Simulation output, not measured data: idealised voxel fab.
Name of the process module below: voxel double patterning
Square cells of 5 nm make up the cross-section cut, whose width is 165 nm.
A cross-section in this document is a grid of square cells, and it is written down as bands, the top band listed before the ones below it; a band is made up of one or more rows of cells.
This entry defines a band. It first specifies the height of the band's top and the height of its bottom in nm, and then specifies the band's materials from left to right, stating each material with its width in nm. The word "full width" identifies a single material that fills the band from edge to edge, while the word "air" identifies empty space.
Zero point of the height axis is 0; under it, received wafer = one material. Lowest band: continues down indefinitely, "0 -> down".
Top row gets the first number, bottom row gets the second, and each row in between changes by the same step: that is how a band width like "30->40" works.
"remains unaltered" -> step changed no cross-section cell.
Entry "Unvented voids". Content: empty spaces with no open connection to the top, size 8 cells or greater. Each: width x height at distance. Distance: from left edge. Unit: nm.
It should be noted that, on the line of a given step, the content following the step's settings is a remark produced by the simulator itself with respect to that step.
What "overlay nm" on a step's line means: if the step has a mask, that mask lay this far to the right of its planned place, or, when the value is negative, to the left.

[The planned process steps are enumerated hereunder]
1,RECEIVE | material Si
2,CONFORMAL_DEP | material SiN | thk nm 5
3,DIRECTIONAL_DEP | material SiO2 | thk nm 15
4,DIRECTIONAL_DEP | material SiCN | thk nm 5
5,DIRECTIONAL_DEP | material aC | thk nm 15
6,PATTERN | tone open | mask id FIRST | material resist | width nm 15 | pitch nm 50 | thk nm 35 | overlay nm 0
7,DIRECTIONAL_ETCH | etch materials aC | depth nm 15
8,STRIP | etch materials resist
9,DIRECTIONAL_ETCH | etch materials SiCN | depth nm 5
10,STRIP | etch materials aC
11,DIRECTIONAL_DEP | material aC | thk nm 15
12,PATTERN | tone open | mask id SECOND | material resist | width nm 15 | thk nm 35 | overlay nm 0
13,DIRECTIONAL_ETCH | etch materials aC | depth nm 15
14,STRIP | etch materials resist
15,DIRECTIONAL_ETCH | etch materials SiCN | depth nm 5
16,STRIP | etch materials aC
17,DIRECTIONAL_ETCH | etch materials SiO2 | depth nm 15
18,STRIP | etch materials SiCN

[Wafer cross-section on receipt, i.e. after step 1]
  0 -> down  Si full width
  Unvented voids: none

[Wafer cross-section at end of module: start and plan as shown above, one execution error]
  20 -> 15  SiN full width
  15 -> 0  SiO2 full width
  0 -> down  Si full width
  Unvented voids: none
What was the processing mistake? steps 2 and 3 run out of order (swapped)
